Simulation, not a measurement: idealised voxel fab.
process module | voxel transistor to metal
cross-section cut | 180 nm wide | cells 5 nm
A cross-section is a grid of square cells, given in bands from the top down. A band is one or more rows of cells.
Each band's line starts with the height of the band's top and of its bottom, in nm. Then come its materials from left to right, each with its width in nm. One material with "throughout" fills the band from edge to edge. "air" is empty space.
Height 0 is the level under which the wafer as received is all one material. The lowest band goes on downwards, as in "0 down".
A width such as "30 to 40" changes by the same amount from each row of cells to the next, from the band's top row to its bottom row.
"no change" after a step means that no cell of the cross-section changed.
closed voids: empty space of 8 cells or more with no open way to the top, each as width x height at its distance from the left edge, in nm
after a step's settings: what the simulator itself notes on the step
overlay nm, on a step with a mask: how far to the right of its planned place the mask lay; to the left if negative
plan
1 op RECEIVE | material Si
2 op CONFORMAL_DEP | material SiO2 | thk nm 5
3 op CONFORMAL_DEP | material SiN | thk nm 10
4 op PATTERN | tone cover | mask id ACTIVE | material resist | width nm 105 | thk nm 20 | overlay nm 0
5 op DIRECTIONAL_ETCH | etch materials SiN | depth nm 10
6 op DIRECTIONAL_ETCH | etch materials SiO2 | depth nm 5
7 op DIRECTIONAL_ETCH | etch materials Si | depth nm 35
8 op STRIP | etch materials resist
9 op OXIDIZE | depth nm 5
10 op FILL_DEP | material SiO2 | thk nm 5
11 op CMP | height nm 15
12 op SELECTIVE_ETCH | etch materials SiO2 | depth nm 10
13 op STRIP | etch materials SiN
14 op SELECTIVE_ETCH | etch materials SiO2 | depth nm 5
15 op OXIDIZE | depth nm 5
16 op DIRECTIONAL_DEP | material polySi | thk nm 20
17 op DIRECTIONAL_DEP | material SiCN | thk nm 10
18 op PATTERN | tone cover | mask id GATE | material resist | width nm 25 | thk nm 20 | overlay nm 0
19 op DIRECTIONAL_ETCH | etch materials SiCN | depth nm 20
20 op DIRECTIONAL_ETCH | etch materials polySi | depth nm 30
21 op STRIP | etch materials resist
22 op CONFORMAL_DEP | material SiN | thk nm 10
23 op DIRECTIONAL_ETCH | etch materials SiN | depth nm 10
24 op DIRECTIONAL_ETCH | etch materials SiO2 | depth nm 5
25 op DIRECTIONAL_ETCH | etch materials Si | depth nm 15
26 op EPI | material pSi | thk nm 15
27 op FILL_DEP | material SiO2 | thk nm 5
28 op CMP | height nm 20
29 op STRIP | etch materials polySi
30 op SELECTIVE_ETCH | etch materials SiO2 | depth nm 5
31 op CONFORMAL_DEP | material HfO2 | thk nm 5
32 op CONFORMAL_DEP | material TiN | thk nm 5
33 op FILL_DEP | material W | thk nm 5
34 op CMP | height nm 15
35 op DIRECTIONAL_DEP | material SiO2 | thk nm 15
36 op DIRECTIONAL_DEP | material aC | thk nm 10
37 op PATTERN | tone open | mask id CONTACT | material resist | width nm 15 | pitch nm 70 | thk nm 30 | overlay nm 0
38 op DIRECTIONAL_ETCH | etch materials aC | depth nm 10
39 op STRIP | etch materials resist
40 op DIRECTIONAL_ETCH | etch materials SiO2 | depth nm 35
41 op STRIP | etch materials aC
42 op CONFORMAL_DEP | material TiN | thk nm 5
43 op FILL_DEP | material W | thk nm 10
44 op CMP | height nm 30
45 op CONFORMAL_DEP | material SiCN | thk nm 5
46 op DIRECTIONAL_DEP | material SiO2 | thk nm 15
47 op DIRECTIONAL_DEP | material aC | thk nm 15
48 op PATTERN | tone open | mask id METAL_1 | material resist | width nm 15 | pitch nm 70 | thk nm 30 | overlay nm 0
49 op DIRECTIONAL_ETCH | etch materials aC | depth nm 15
50 op STRIP | etch materials resist
51 op DIRECTIONAL_ETCH | etch materials SiO2 | depth nm 15
52 op DIRECTIONAL_ETCH | etch materials SiCN | depth nm 5
53 op STRIP | etch materials aC
54 op CONFORMAL_DEP | material TiN | thk nm 5
55 op FILL_DEP | material Cu | thk nm 10
56 op CMP | height nm 50
57 op CONFORMAL_DEP | material SiCN | thk nm 5
58 op DIRECTIONAL_DEP | material SiO2 | thk nm 30
59 op DIRECTIONAL_DEP | material aC | thk nm 15
60 op PATTERN | tone open | mask id METAL_2 | material resist | width nm 15 | pitch nm 70 | thk nm 35 | overlay nm 0
61 op DIRECTIONAL_ETCH | etch materials aC | depth nm 15
62 op STRIP | etch materials resist
63 op DIRECTIONAL_ETCH | etch materials SiO2 | depth nm 20
64 op STRIP | etch materials aC
65 op DIRECTIONAL_DEP | material aC | thk nm 15
66 op PATTERN | tone open | mask id METAL_2_HOLES | material resist | width nm 15 | pitch nm 70 | thk nm 35 | overlay nm 0
67 op DIRECTIONAL_ETCH | etch materials aC | depth nm 15
68 op STRIP | etch materials resist
69 op DIRECTIONAL_ETCH | etch materials SiO2 | depth nm 10
70 op DIRECTIONAL_ETCH | etch materials SiCN | depth nm 5
71 op STRIP | etch materials aC
72 op CONFORMAL_DEP | material TiN | thk nm 5
73 op FILL_DEP | material Cu | thk nm 10
74 op CMP | height nm 85
75 op CONFORMAL_DEP | material SiN | thk nm 5
first wafer, as planned
as received, after step 1
  0 down: Si throughout
  closed voids: none
after step 2
  5 to 0: SiO2 throughout
  below 0: unchanged
after step 3
  15 to 5: SiN throughout
  below 5: unchanged
after step 4
  35 to 15: air 35 | resist 105 | air 40
  below 15: unchanged
after step 5
  35 to 15: air 35 | resist 105 | air 40
  15 to 5: air 35 | SiN 105 | air 40
  below 5: unchanged
after step 6
  35 to 15: air 35 | resist 105 | air 40
  15 to 5: air 35 | SiN 105 | air 40
  5 to 0: air 35 | SiO2 105 | air 40
  below 0: unchanged
after step 7
  35 to 15: air 35 | resist 105 | air 40
  15 to 5: air 35 | SiN 105 | air 40
  5 to 0: air 35 | SiO2 105 | air 40
  0 to -35: air 35 | Si 105 | air 40
  below -35: unchanged
after step 8
  15 to 5: air 35 | SiN 105 | air 40
  below 5: unchanged
after step 9
  15 to 5: air 35 | SiN 105 | air 40
  5 to 0: air 35 | SiO2 105 | air 40
  0 to -35: air 35 | SiO2 5 | Si 95 | SiO2 5 | air 40
  -35 to -40: SiO2 40 | Si 95 | SiO2 45
  below -40: unchanged
after step 10
  20 to 15: SiO2 throughout
  15 to 5: SiO2 35 | SiN 105 | SiO2 40
  5 to 0: SiO2 throughout
  0 to -40: SiO2 40 | Si 95 | SiO2 45
  below -40: unchanged
after step 11
  15 to 5: SiO2 35 | SiN 105 | SiO2 40
  below 5: unchanged
after step 12
  15 to 5: air 35 | SiN 105 | air 40
  below 5: unchanged
after step 13
  5 to 0: SiO2 throughout
  below 0: unchanged
after step 14
  0 to -40: SiO2 40 | Si 95 | SiO2 45
  below -40: unchanged
after step 15
  0 to -5: SiO2 throughout
  below -5: unchanged
after step 16
  20 to 0: polySi throughout
  below 0: unchanged
after step 17
  30 to 20: SiCN throughout
  below 20: unchanged
after step 18
  50 to 30: air 75 | resist 25 | air 80
  below 30: unchanged
after step 19
  50 to 30: air 75 | resist 25 | air 80
  30 to 20: air 75 | SiCN 25 | air 80
  below 20: unchanged
after step 20
  50 to 30: air 75 | resist 25 | air 80
  30 to 20: air 75 | SiCN 25 | air 80
  20 to 0: air 75 | polySi 25 | air 80
  below 0: unchanged
after step 21
  30 to 20: air 75 | SiCN 25 | air 80
  below 20: unchanged
after step 22
  40 to 30: air 65 | SiN 45 | air 70
  30 to 20: air 65 | SiN 10 | SiCN 25 | SiN 10 | air 70
  20 to 10: air 65 | SiN 10 | polySi 25 | SiN 10 | air 70
  10 to 0: SiN 75 | polySi 25 | SiN 80
  below 0: unchanged
after step 23
  30 to 20: air 65 | SiN 10 | SiCN 25 | SiN 10 | air 70
  20 to 0: air 65 | SiN 10 | polySi 25 | SiN 10 | air 70
  below 0: unchanged
after step 24
  30 to 20: air 65 | SiN 10 | SiCN 25 | SiN 10 | air 70
  20 to 0: air 65 | SiN 10 | polySi 25 | SiN 10 | air 70
  0 to -5: air 65 | SiO2 45 | air 70
  below -5: unchanged
after step 25
  30 to 20: air 65 | SiN 10 | SiCN 25 | SiN 10 | air 70
  20 to 0: air 65 | SiN 10 | polySi 25 | SiN 10 | air 70
  0 to -5: air 65 | SiO2 45 | air 70
  -5 to -20: SiO2 40 | air 25 | Si 45 | air 25 | SiO2 45
  below -20: unchanged
after step 26
  30 to 20: air 65 | SiN 10 | SiCN 25 | SiN 10 | air 70
  20 to 10: air 65 | SiN 10 | polySi 25 | SiN 10 | air 70
  10 to 0: air 50 | pSi 15 | SiN 10 | polySi 25 | SiN 10 | pSi 15 | air 55
  0 to -5: air 50 | pSi 15 | SiO2 45 | pSi 15 | air 55
  -5 to -20: SiO2 40 | pSi 25 | Si 45 | pSi 25 | SiO2 45
  below -20: unchanged
after step 27
  35 to 30: SiO2 throughout
  30 to 20: SiO2 65 | SiN 10 | SiCN 25 | SiN 10 | SiO2 70
  20 to 10: SiO2 65 | SiN 10 | polySi 25 | SiN 10 | SiO2 70
  10 to 0: SiO2 50 | pSi 15 | SiN 10 | polySi 25 | SiN 10 | pSi 15 | SiO2 55
  0 to -5: SiO2 50 | pSi 15 | SiO2 45 | pSi 15 | SiO2 55
  below -5: unchanged
after step 28
  20 to 10: SiO2 65 | SiN 10 | polySi 25 | SiN 10 | SiO2 70
  below 10: unchanged
after step 29
  20 to 10: SiO2 65 | SiN 10 | air 25 | SiN 10 | SiO2 70
  10 to 0: SiO2 50 | pSi 15 | SiN 10 | air 25 | SiN 10 | pSi 15 | SiO2 55
  below 0: unchanged
after step 30
  20 to 15: air 65 | SiN 10 | air 25 | SiN 10 | air 70
  15 to 10: SiO2 65 | SiN 10 | air 25 | SiN 10 | SiO2 70
  10 to 0: SiO2 50 | pSi 15 | SiN 10 | air 25 | SiN 10 | pSi 15 | SiO2 55
  0 to -5: SiO2 50 | pSi 15 | SiO2 5 | air 35 | SiO2 5 | pSi 15 | SiO2 55
  below -5: unchanged
after step 31
  25 to 20: air 60 | HfO2 20 | air 15 | HfO2 20 | air 65
  20 to 15: HfO2 65 | SiN 10 | HfO2 5 | air 15 | HfO2 5 | SiN 10 | HfO2 70
  15 to 10: SiO2 65 | SiN 10 | HfO2 5 | air 15 | HfO2 5 | SiN 10 | SiO2 70
  10 to 0: SiO2 50 | pSi 15 | SiN 10 | HfO2 5 | air 15 | HfO2 5 | SiN 10 | pSi 15 | SiO2 55
  0 to -5: SiO2 50 | pSi 15 | SiO2 5 | HfO2 35 | SiO2 5 | pSi 15 | SiO2 55
  below -5: unchanged
after step 32
  30 to 25: air 55 | TiN 30 | air 5 | TiN 30 | air 60
  25 to 20: TiN 60 | HfO2 20 | TiN 5 | air 5 | TiN 5 | HfO2 20 | TiN 65
  20 to 15: HfO2 65 | SiN 10 | HfO2 5 | TiN 5 | air 5 | TiN 5 | HfO2 5 | SiN 10 | HfO2 70
  15 to 10: SiO2 65 | SiN 10 | HfO2 5 | TiN 5 | air 5 | TiN 5 | HfO2 5 | SiN 10 | SiO2 70
  10 to 5: SiO2 50 | pSi 15 | SiN 10 | HfO2 5 | TiN 5 | air 5 | TiN 5 | HfO2 5 | SiN 10 | pSi 15 | SiO2 55
  5 to 0: SiO2 50 | pSi 15 | SiN 10 | HfO2 5 | TiN 15 | HfO2 5 | SiN 10 | pSi 15 | SiO2 55
  below 0: unchanged
after step 33
  35 to 30: W throughout
  30 to 25: W 55 | TiN 30 | W 5 | TiN 30 | W 60
  25 to 20: TiN 60 | HfO2 20 | TiN 5 | W 5 | TiN 5 | HfO2 20 | TiN 65
  20 to 15: HfO2 65 | SiN 10 | HfO2 5 | TiN 5 | W 5 | TiN 5 | HfO2 5 | SiN 10 | HfO2 70
  15 to 10: SiO2 65 | SiN 10 | HfO2 5 | TiN 5 | W 5 | TiN 5 | HfO2 5 | SiN 10 | SiO2 70
  10 to 5: SiO2 50 | pSi 15 | SiN 10 | HfO2 5 | TiN 5 | W 5 | TiN 5 | HfO2 5 | SiN 10 | pSi 15 | SiO2 55
  below 5: unchanged
after step 34
  15 to 10: SiO2 65 | SiN 10 | HfO2 5 | TiN 5 | W 5 | TiN 5 | HfO2 5 | SiN 10 | SiO2 70
  below 10: unchanged
after step 35
  30 to 15: SiO2 throughout
  below 15: unchanged
after step 36
  40 to 30: aC throughout
  below 30: unchanged
after step 37
  70 to 40: resist 45 | air 15 | resist 55 | air 15 | resist 50
  below 40: unchanged
after step 38
  60 to 40: resist 45 | air 15 | resist 55 | air 15 | resist 50
  40 to 30: aC 45 | air 15 | aC 55 | air 15 | aC 50
  below 30: unchanged
after step 39
  40 to 30: aC 45 | air 15 | aC 55 | air 15 | aC 50
  below 30: unchanged
after step 40
  40 to 30: aC 45 | air 15 | aC 55 | air 15 | aC 50
  30 to 15: SiO2 45 | air 15 | SiO2 55 | air 15 | SiO2 50
  15 to 10: SiO2 45 | air 15 | SiO2 5 | SiN 10 | HfO2 5 | TiN 5 | W 5 | TiN 5 | HfO2 5 | SiN 10 | SiO2 5 | air 15 | SiO2 50
  10 to 5: SiO2 45 | air 5 | pSi 15 | SiN 10 | HfO2 5 | TiN 5 | W 5 | TiN 5 | HfO2 5 | SiN 10 | pSi 15 | air 5 | SiO2 50
  5 to 0: SiO2 45 | air 5 | pSi 15 | SiN 10 | HfO2 5 | TiN 15 | HfO2 5 | SiN 10 | pSi 15 | air 5 | SiO2 50
  0 to -5: SiO2 45 | air 5 | pSi 15 | SiO2 5 | HfO2 35 | SiO2 5 | pSi 15 | air 5 | SiO2 50
  below -5: unchanged
after step 41
  30 to 15: SiO2 45 | air 15 | SiO2 55 | air 15 | SiO2 50
  below 15: unchanged
after step 42
  35 to 30: TiN 50 | air 5 | TiN 65 | air 5 | TiN 55
  30 to 15: SiO2 45 | TiN 5 | air 5 | TiN 5 | SiO2 55 | TiN 5 | air 5 | TiN 5 | SiO2 50
  15 to 10: SiO2 45 | TiN 15 | SiO2 5 | SiN 10 | HfO2 5 | TiN 5 | W 5 | TiN 5 | HfO2 5 | SiN 10 | SiO2 5 | TiN 15 | SiO2 50
  10 to 5: SiO2 45 | TiN 5 | pSi 15 | SiN 10 | HfO2 5 | TiN 5 | W 5 | TiN 5 | HfO2 5 | SiN 10 | pSi 15 | TiN 5 | SiO2 50
  5 to 0: SiO2 45 | TiN 5 | pSi 15 | SiN 10 | HfO2 5 | TiN 15 | HfO2 5 | SiN 10 | pSi 15 | TiN 5 | SiO2 50
  0 to -5: SiO2 45 | TiN 5 | pSi 15 | SiO2 5 | HfO2 35 | SiO2 5 | pSi 15 | TiN 5 | SiO2 50
  below -5: unchanged
after step 43
  45 to 35: W throughout
  35 to 30: TiN 50 | W 5 | TiN 65 | W 5 | TiN 55
  30 to 15: SiO2 45 | TiN 5 | W 5 | TiN 5 | SiO2 55 | TiN 5 | W 5 | TiN 5 | SiO2 50
  below 15: unchanged
after step 44
  30 to 15: SiO2 45 | TiN 5 | W 5 | TiN 5 | SiO2 55 | TiN 5 | W 5 | TiN 5 | SiO2 50
  below 15: unchanged
after step 45
  35 to 30: SiCN throughout
  below 30: unchanged
after step 46
  50 to 35: SiO2 throughout
  below 35: unchanged
after step 47
  65 to 50: aC throughout
  below 50: unchanged
after step 48
  95 to 65: resist 45 | air 15 | resist 55 | air 15 | resist 50
  below 65: unchanged
after step 49
  80 to 65: resist 45 | air 15 | resist 55 | air 15 | resist 50
  65 to 50: aC 45 | air 15 | aC 55 | air 15 | aC 50
  below 50: unchanged
after step 50
  65 to 50: aC 45 | air 15 | aC 55 | air 15 | aC 50
  below 50: unchanged
after step 51
  65 to 50: aC 45 | air 15 | aC 55 | air 15 | aC 50
  50 to 35: SiO2 45 | air 15 | SiO2 55 | air 15 | SiO2 50
  below 35: unchanged
after step 52
  65 to 50: aC 45 | air 15 | aC 55 | air 15 | aC 50
  50 to 35: SiO2 45 | air 15 | SiO2 55 | air 15 | SiO2 50
  35 to 30: SiCN 45 | air 15 | SiCN 55 | air 15 | SiCN 50
  below 30: unchanged
after step 53
  50 to 35: SiO2 45 | air 15 | SiO2 55 | air 15 | SiO2 50
  below 35: unchanged
after step 54
  55 to 50: TiN 50 | air 5 | TiN 65 | air 5 | TiN 55
  50 to 35: SiO2 45 | TiN 5 | air 5 | TiN 5 | SiO2 55 | TiN 5 | air 5 | TiN 5 | SiO2 50
  35 to 30: SiCN 45 | TiN 15 | SiCN 55 | TiN 15 | SiCN 50
  below 30: unchanged
after step 55
  65 to 55: Cu throughout
  55 to 50: TiN 50 | Cu 5 | TiN 65 | Cu 5 | TiN 55
  50 to 35: SiO2 45 | TiN 5 | Cu 5 | TiN 5 | SiO2 55 | TiN 5 | Cu 5 | TiN 5 | SiO2 50
  below 35: unchanged
after step 56
  50 to 35: SiO2 45 | TiN 5 | Cu 5 | TiN 5 | SiO2 55 | TiN 5 | Cu 5 | TiN 5 | SiO2 50
  below 35: unchanged
after step 57
  55 to 50: SiCN throughout
  below 50: unchanged
after step 58
  85 to 55: SiO2 throughout
  below 55: unchanged
after step 59
  100 to 85: aC throughout
  below 85: unchanged
after step 60
  135 to 100: resist 45 | air 15 | resist 55 | air 15 | resist 50
  below 100: unchanged
after step 61
  120 to 100: resist 45 | air 15 | resist 55 | air 15 | resist 50
  100 to 85: aC 45 | air 15 | aC 55 | air 15 | aC 50
  below 85: unchanged
after step 62
  100 to 85: aC 45 | air 15 | aC 55 | air 15 | aC 50
  below 85: unchanged
after step 63
  100 to 85: aC 45 | air 15 | aC 55 | air 15 | aC 50
  85 to 65: SiO2 45 | air 15 | SiO2 55 | air 15 | SiO2 50
  below 65: unchanged
after step 64
  85 to 65: SiO2 45 | air 15 | SiO2 55 | air 15 | SiO2 50
  below 65: unchanged
after step 65
  100 to 85: aC 45 | air 15 | aC 55 | air 15 | aC 50
  85 to 80: SiO2 45 | air 15 | SiO2 55 | air 15 | SiO2 50
  80 to 65: SiO2 45 | aC 15 | SiO2 55 | aC 15 | SiO2 50
  below 65: unchanged
after step 66
  135 to 100: resist 45 | air 15 | resist 55 | air 15 | resist 50
  below 100: unchanged
after step 67
  120 to 100: resist 45 | air 15 | resist 55 | air 15 | resist 50
  100 to 85: aC 45 | air 15 | aC 55 | air 15 | aC 50
  85 to 65: SiO2 45 | air 15 | SiO2 55 | air 15 | SiO2 50
  below 65: unchanged
after step 68
  100 to 85: aC 45 | air 15 | aC 55 | air 15 | aC 50
  below 85: unchanged
after step 69
  100 to 85: aC 45 | air 15 | aC 55 | air 15 | aC 50
  85 to 55: SiO2 45 | air 15 | SiO2 55 | air 15 | SiO2 50
  below 55: unchanged
after step 70
  100 to 85: aC 45 | air 15 | aC 55 | air 15 | aC 50
  85 to 55: SiO2 45 | air 15 | SiO2 55 | air 15 | SiO2 50
  55 to 50: SiCN 45 | air 15 | SiCN 55 | air 15 | SiCN 50
  below 50: unchanged
after step 71
  85 to 55: SiO2 45 | air 15 | SiO2 55 | air 15 | SiO2 50
  below 55: unchanged
after step 72
  90 to 85: TiN 50 | air 5 | TiN 65 | air 5 | TiN 55
  85 to 55: SiO2 45 | TiN 5 | air 5 | TiN 5 | SiO2 55 | TiN 5 | air 5 | TiN 5 | SiO2 50
  55 to 50: SiCN 45 | TiN 15 | SiCN 55 | TiN 15 | SiCN 50
  below 50: unchanged
after step 73
  100 to 90: Cu throughout
  90 to 85: TiN 50 | Cu 5 | TiN 65 | Cu 5 | TiN 55
  85 to 55: SiO2 45 | TiN 5 | Cu 5 | TiN 5 | SiO2 55 | TiN 5 | Cu 5 | TiN 5 | SiO2 50
  below 55: unchanged
after step 74
  85 to 55: SiO2 45 | TiN 5 | Cu 5 | TiN 5 | SiO2 55 | TiN 5 | Cu 5 | TiN 5 | SiO2 50
  below 55: unchanged
after step 75
  90 to 85: SiN throughout
  below 85: unchanged
second wafer: like start, like plan, one mistake. Through step 71 it matches the first wafer
when step 72 should have ended
  90 to 85: W 50 | air 5 | W 65 | air 5 | W 55
  85 to 55: SiO2 45 | W 5 | air 5 | W 5 | SiO2 55 | W 5 | air 5 | W 5 | SiO2 50
  55 to 50: SiCN 45 | W 15 | SiCN 55 | W 15 | SiCN 50
  below 50: unchanged
when step 73 should have ended
  100 to 90: Cu throughout
  90 to 85: W 50 | Cu 5 | W 65 | Cu 5 | W 55
  85 to 55: SiO2 45 | W 5 | Cu 5 | W 5 | SiO2 55 | W 5 | Cu 5 | W 5 | SiO2 50
  below 55: unchanged
when step 74 should have ended
  85 to 55: SiO2 45 | W 5 | Cu 5 | W 5 | SiO2 55 | W 5 | Cu 5 | W 5 | SiO2 50
  below 55: unchanged
when step 75 should have ended
  90 to 85: SiN throughout
  below 85: unchanged
what went wrong: step 72 ran as: op CONFORMAL_DEP | material W | thk nm 5
at the end the second wafer has, in cells: 30 fewer of TiN | 30 more of W
